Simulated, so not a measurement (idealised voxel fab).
Process module heading - voxel fin reveal
We display cut, a cross-section 170 nm in width whose square cells are each 5 nm.
Format of a cross-section: grid, square cells. Given as bands. Order: top down. Band: one or more rows of cells. It is stipulated that each band's entry specify, in nanometres, the height of the top of the band and then that of its bottom, followed by the materials of the band in left-to-right sequence, each together with its width in nanometres. A single material marked by the word "all across" is understood to fill the band from edge to edge; the word "air" is understood to denote empty space. Height 0 is the level under which the wafer as received is all one material. The lowest band goes on downwards, as in "0 down". When a width is written as two numbers, as in "30->40", the first number is the width in the top row of cells of the band and the second is the width in its bottom row, and the width changes by the same amount from each row to the next. It should be understood that the words "no change occurred", when stated for a given step, signify that the cross-section underwent no change in any of its cells during that step. This entry, "Voids, enclosed", enumerates those empty regions of no fewer than 8 cells that possess no open connection to the top. Each region is reported in the form width x height at distance, the distance being taken from the left edge, with all three quantities expressed in nm. Note: text after step settings on the step line = simulator remark on that step. What "overlay nm" on a step's line means: if the step has a mask, that mask lay this far to the right of its planned place, or, when the value is negative, to the left.
The planned process steps are enumerated hereunder:
- 1: RECEIVE,material Si
- 2: CONFORMAL_DEP,material SiN,thk nm 5
- 3: PATTERN,tone cover,mask id FINS,material resist,width nm 15,pitch nm 40,thk nm 20,overlay nm 0
- 4: DIRECTIONAL_ETCH,etch materials SiN,depth nm 5
- 5: DIRECTIONAL_ETCH,etch materials Si,depth nm 35
- 6: STRIP,etch materials resist
- 7: FILL_DEP,material SiO2,thk nm 15
- 8: CMP,height nm 5
- 9: SELECTIVE_ETCH,etch materials SiO2,depth nm 20
- 10: STRIP,etch materials SiN
This is the cross-section of the wafer as we received it, i.e. after step 1:
    0 down = Si all across
    Voids, enclosed: none
What the wafer looks like in cross-section after this module, when it starts as shown above and follows the plan above but one mistake is made in running it:
    5 to 0 = air: 55, then SiN: 15, then air: 25, then SiN: 15, then air: 60
    0 to -15 = air: 55, then Si: 15, then air: 25, then Si: 15, then air: 60
    -15 to -35 = SiO2: 55, then Si: 15, then SiO2: 25, then Si: 15, then SiO2: 60
    -35 down = Si all across
    Voids, enclosed: none
So what did we get wrong on this run? step 10 was left out
